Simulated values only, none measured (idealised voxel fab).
process module | voxel wiring stack
cross-section cut | 195 nm wide | cells 5 nm
A cross-section is a grid of square cells, given in bands from the top down. A band is one or more rows of cells.
Each band's line starts with the height of the band's top and of its bottom, in nm. Then come its materials from left to right, each with its width in nm. One material with "throughout" fills the band from edge to edge. "air" is empty space.
Height 0 is the level under which the wafer as received is all one material. The lowest band goes on downwards, as in "0 down".
A width such as "30 to 40" changes by the same amount from each row of cells to the next, from the band's top row to its bottom row.
"no change" after a step means that no cell of the cross-section changed.
closed voids: empty space of 8 cells or more with no open way to the top, each as width x height at its distance from the left edge, in nm
after a step's settings: what the simulator itself notes on the step
overlay nm, on a step with a mask: how far to the right of its planned place the mask lay; to the left if negative
plan
1 op RECEIVE | material Si
2 op CONFORMAL_DEP | material SiO2 | thk nm 15
3 op CONFORMAL_DEP | material SiCN | thk nm 5
4 op DIRECTIONAL_DEP | material lowk | thk nm 20
5 op MASKED_ETCH | tone open | mask id METAL_1 | width nm 25 | pitch nm 40 | etch materials lowk | depth nm 20 | overlay nm 0
6 op MASKED_ETCH | tone open | mask id METAL_1 | width nm 25 | pitch nm 40 | etch materials SiCN | depth nm 5 | overlay nm 0
7 op CONFORMAL_DEP | material TiN | thk nm 5
8 op FILL_DEP | material Cu | thk nm 10
9 op CMP | height nm 40
10 op EPI | material Ru | thk nm 5
11 op FILL_DEP | material SiCN | thk nm 5
12 op DIRECTIONAL_DEP | material lowk | thk nm 25
13 op DIRECTIONAL_DEP | material aC | thk nm 15
14 op PATTERN | tone open | mask id METAL_2 | material resist | width nm 25 | pitch nm 40 | thk nm 35 | overlay nm 0
15 op DIRECTIONAL_ETCH | etch materials aC | depth nm 15
16 op STRIP | etch materials resist
17 op DIRECTIONAL_ETCH | etch materials lowk | depth nm 15
18 op STRIP | etch materials aC
19 op PATTERN | tone open | mask id METAL_2_HOLES | material resist | width nm 15 | pitch nm 40 | thk nm 20 | overlay nm 0
20 op DIRECTIONAL_ETCH | etch materials lowk | depth nm 10
21 op DIRECTIONAL_ETCH | etch materials SiCN | depth nm 5
22 op STRIP | etch materials resist
23 op CONFORMAL_DEP | material TiN | thk nm 5
24 op FILL_DEP | material Cu | thk nm 10
25 op CMP | height nm 75
26 op CONFORMAL_DEP | material SiCN | thk nm 5
first wafer, as planned
as received, after step 1
  0 down: Si throughout
  closed voids: none
after step 2
  15 to 0: SiO2 throughout
  below 0: unchanged
after step 3
  20 to 15: SiCN throughout
  below 15: unchanged
after step 4
  40 to 20: lowk throughout
  below 20: unchanged
after step 5
  40 to 20: lowk 65 | air 25 | lowk 15 | air 25 | lowk 65
  below 20: unchanged
after step 6
  40 to 20: lowk 65 | air 25 | lowk 15 | air 25 | lowk 65
  20 to 15: SiCN 65 | air 25 | SiCN 15 | air 25 | SiCN 65
  below 15: unchanged
after step 7
  45 to 40: TiN 70 | air 15 | TiN 25 | air 15 | TiN 70
  40 to 20: lowk 65 | TiN 5 | air 15 | TiN 5 | lowk 15 | TiN 5 | air 15 | TiN 5 | lowk 65
  20 to 15: SiCN 65 | TiN 25 | SiCN 15 | TiN 25 | SiCN 65
  below 15: unchanged
after step 8
  55 to 45: Cu throughout
  45 to 40: TiN 70 | Cu 15 | TiN 25 | Cu 15 | TiN 70
  40 to 20: lowk 65 | TiN 5 | Cu 15 | TiN 5 | lowk 15 | TiN 5 | Cu 15 | TiN 5 | lowk 65
  below 20: unchanged
after step 9
  40 to 20: lowk 65 | TiN 5 | Cu 15 | TiN 5 | lowk 15 | TiN 5 | Cu 15 | TiN 5 | lowk 65
  below 20: unchanged
after step 10
  45 to 40: air 60 | Ru 35 | air 5 | Ru 35 | air 60
  below 40: unchanged
after step 11
  50 to 45: SiCN throughout
  45 to 40: SiCN 60 | Ru 35 | SiCN 5 | Ru 35 | SiCN 60
  below 40: unchanged
after step 12
  75 to 50: lowk throughout
  below 50: unchanged
after step 13
  90 to 75: aC throughout
  below 75: unchanged
after step 14
  125 to 90: resist 65 | air 25 | resist 15 | air 25 | resist 65
  below 90: unchanged
after step 15
  110 to 90: resist 65 | air 25 | resist 15 | air 25 | resist 65
  90 to 75: aC 65 | air 25 | aC 15 | air 25 | aC 65
  below 75: unchanged
after step 16
  90 to 75: aC 65 | air 25 | aC 15 | air 25 | aC 65
  below 75: unchanged
after step 17
  90 to 75: aC 65 | air 25 | aC 15 | air 25 | aC 65
  75 to 60: lowk 65 | air 25 | lowk 15 | air 25 | lowk 65
  below 60: unchanged
after step 18
  75 to 60: lowk 65 | air 25 | lowk 15 | air 25 | lowk 65
  below 60: unchanged
after step 19
  95 to 75: resist 65 | air 15 | resist 25 | air 15 | resist 75
  75 to 60: lowk 65 | air 15 | resist 10 | lowk 15 | air 15 | resist 10 | lowk 65
  below 60: unchanged
after step 20
  95 to 75: resist 65 | air 15 | resist 25 | air 15 | resist 75
  75 to 60: lowk 65 | air 15 | resist 10 | lowk 15 | air 15 | resist 10 | lowk 65
  60 to 50: lowk 65 | air 15 | lowk 25 | air 15 | lowk 75
  below 50: unchanged
after step 21
  95 to 75: resist 65 | air 15 | resist 25 | air 15 | resist 75
  75 to 60: lowk 65 | air 15 | resist 10 | lowk 15 | air 15 | resist 10 | lowk 65
  60 to 50: lowk 65 | air 15 | lowk 25 | air 15 | lowk 75
  50 to 45: SiCN 65 | air 15 | SiCN 25 | air 15 | SiCN 75
  below 45: unchanged
after step 22
  75 to 60: lowk 65 | air 25 | lowk 15 | air 25 | lowk 65
  below 60: unchanged
after step 23
  80 to 75: TiN 70 | air 15 | TiN 25 | air 15 | TiN 70
  75 to 65: lowk 65 | TiN 5 | air 15 | TiN 5 | lowk 15 | TiN 5 | air 15 | TiN 5 | lowk 65
  65 to 60: lowk 65 | TiN 5 | air 5 | TiN 15 | lowk 15 | TiN 5 | air 5 | TiN 15 | lowk 65
  60 to 50: lowk 65 | TiN 5 | air 5 | TiN 5 | lowk 25 | TiN 5 | air 5 | TiN 5 | lowk 75
  50 to 45: SiCN 65 | TiN 15 | SiCN 25 | TiN 15 | SiCN 75
  below 45: unchanged
after step 24
  90 to 80: Cu throughout
  80 to 75: TiN 70 | Cu 15 | TiN 25 | Cu 15 | TiN 70
  75 to 65: lowk 65 | TiN 5 | Cu 15 | TiN 5 | lowk 15 | TiN 5 | Cu 15 | TiN 5 | lowk 65
  65 to 60: lowk 65 | TiN 5 | Cu 5 | TiN 15 | lowk 15 | TiN 5 | Cu 5 | TiN 15 | lowk 65
  60 to 50: lowk 65 | TiN 5 | Cu 5 | TiN 5 | lowk 25 | TiN 5 | Cu 5 | TiN 5 | lowk 75
  below 50: unchanged
after step 25
  75 to 65: lowk 65 | TiN 5 | Cu 15 | TiN 5 | lowk 15 | TiN 5 | Cu 15 | TiN 5 | lowk 65
  below 65: unchanged
after step 26
  80 to 75: SiCN throughout
  below 75: unchanged
second wafer: like start, like plan, one mistake. Through step 4 it matches the first wafer
when step 5 should have ended
  40 to 20: lowk 60 | air 25 | lowk 15 | air 25 | lowk 70
  below 20: unchanged
when step 6 should have ended
  40 to 20: lowk 60 | air 25 | lowk 15 | air 25 | lowk 70
  20 to 15: SiCN 65 | air 20 | SiCN 20 | air 20 | SiCN 70
  below 15: unchanged
when step 7 should have ended
  45 to 40: TiN 65 | air 15 | TiN 25 | air 15 | TiN 75
  40 to 25: lowk 60 | TiN 5 | air 15 | TiN 5 | lowk 15 | TiN 5 | air 15 | TiN 5 | lowk 70
  25 to 20: lowk 60 | TiN 10 | air 10 | TiN 5 | lowk 15 | TiN 10 | air 10 | TiN 5 | lowk 70
  20 to 15: SiCN 65 | TiN 20 | SiCN 20 | TiN 20 | SiCN 70
  below 15: unchanged
when step 8 should have ended
  55 to 45: Cu throughout
  45 to 40: TiN 65 | Cu 15 | TiN 25 | Cu 15 | TiN 75
  40 to 25: lowk 60 | TiN 5 | Cu 15 | TiN 5 | lowk 15 | TiN 5 | Cu 15 | TiN 5 | lowk 70
  25 to 20: lowk 60 | TiN 10 | Cu 10 | TiN 5 | lowk 15 | TiN 10 | Cu 10 | TiN 5 | lowk 70
  below 20: unchanged
when step 9 should have ended
  40 to 25: lowk 60 | TiN 5 | Cu 15 | TiN 5 | lowk 15 | TiN 5 | Cu 15 | TiN 5 | lowk 70
  below 25: unchanged
when step 10 should have ended
  45 to 40: air 55 | Ru 35 | air 5 | Ru 35 | air 65
  below 40: unchanged
when step 11 should have ended
  50 to 45: SiCN throughout
  45 to 40: SiCN 55 | Ru 35 | SiCN 5 | Ru 35 | SiCN 65
  below 40: unchanged
when step 12 should have ended
  75 to 50: lowk throughout
  below 50: unchanged
when step 13 should have ended
  90 to 75: aC throughout
  below 75: unchanged
when step 14 should have ended
  125 to 90: resist 65 | air 25 | resist 15 | air 25 | resist 65
  below 90: unchanged
when step 15 should have ended
  110 to 90: resist 65 | air 25 | resist 15 | air 25 | resist 65
  90 to 75: aC 65 | air 25 | aC 15 | air 25 | aC 65
  below 75: unchanged
when step 16 should have ended
  90 to 75: aC 65 | air 25 | aC 15 | air 25 | aC 65
  below 75: unchanged
when step 17 should have ended
  90 to 75: aC 65 | air 25 | aC 15 | air 25 | aC 65
  75 to 60: lowk 65 | air 25 | lowk 15 | air 25 | lowk 65
  below 60: unchanged
when step 18 should have ended
  75 to 60: lowk 65 | air 25 | lowk 15 | air 25 | lowk 65
  below 60: unchanged
when step 19 should have ended
  95 to 75: resist 65 | air 15 | resist 25 | air 15 | resist 75
  75 to 60: lowk 65 | air 15 | resist 10 | lowk 15 | air 15 | resist 10 | lowk 65
  below 60: unchanged
when step 20 should have ended
  95 to 75: resist 65 | air 15 | resist 25 | air 15 | resist 75
  75 to 60: lowk 65 | air 15 | resist 10 | lowk 15 | air 15 | resist 10 | lowk 65
  60 to 50: lowk 65 | air 15 | lowk 25 | air 15 | lowk 75
  below 50: unchanged
when step 21 should have ended
  95 to 75: resist 65 | air 15 | resist 25 | air 15 | resist 75
  75 to 60: lowk 65 | air 15 | resist 10 | lowk 15 | air 15 | resist 10 | lowk 65
  60 to 50: lowk 65 | air 15 | lowk 25 | air 15 | lowk 75
  50 to 45: SiCN 65 | air 15 | SiCN 25 | air 15 | SiCN 75
  below 45: unchanged
when step 22 should have ended
  75 to 60: lowk 65 | air 25 | lowk 15 | air 25 | lowk 65
  below 60: unchanged
when step 23 should have ended
  80 to 75: TiN 70 | air 15 | TiN 25 | air 15 | TiN 70
  75 to 65: lowk 65 | TiN 5 | air 15 | TiN 5 | lowk 15 | TiN 5 | air 15 | TiN 5 | lowk 65
  65 to 60: lowk 65 | TiN 5 | air 5 | TiN 15 | lowk 15 | TiN 5 | air 5 | TiN 15 | lowk 65
  60 to 50: lowk 65 | TiN 5 | air 5 | TiN 5 | lowk 25 | TiN 5 | air 5 | TiN 5 | lowk 75
  50 to 45: SiCN 65 | TiN 15 | SiCN 25 | TiN 15 | SiCN 75
  below 45: unchanged
when step 24 should have ended
  90 to 80: Cu throughout
  80 to 75: TiN 70 | Cu 15 | TiN 25 | Cu 15 | TiN 70
  75 to 65: lowk 65 | TiN 5 | Cu 15 | TiN 5 | lowk 15 | TiN 5 | Cu 15 | TiN 5 | lowk 65
  65 to 60: lowk 65 | TiN 5 | Cu 5 | TiN 15 | lowk 15 | TiN 5 | Cu 5 | TiN 15 | lowk 65
  60 to 50: lowk 65 | TiN 5 | Cu 5 | TiN 5 | lowk 25 | TiN 5 | Cu 5 | TiN 5 | lowk 75
  below 50: unchanged
when step 25 should have ended
  75 to 65: lowk 65 | TiN 5 | Cu 15 | TiN 5 | lowk 15 | TiN 5 | Cu 15 | TiN 5 | lowk 65
  below 65: unchanged
when step 26 should have ended
  80 to 75: SiCN throughout
  below 75: unchanged
what went wrong: step 5 ran as: op MASKED_ETCH | tone open | mask id METAL_1 | width nm 25 | pitch nm 40 | etch materials lowk | depth nm 20 | overlay nm -5
at the end the second wafer has, in cells: 2 fewer of Cu | 2 more of SiCN
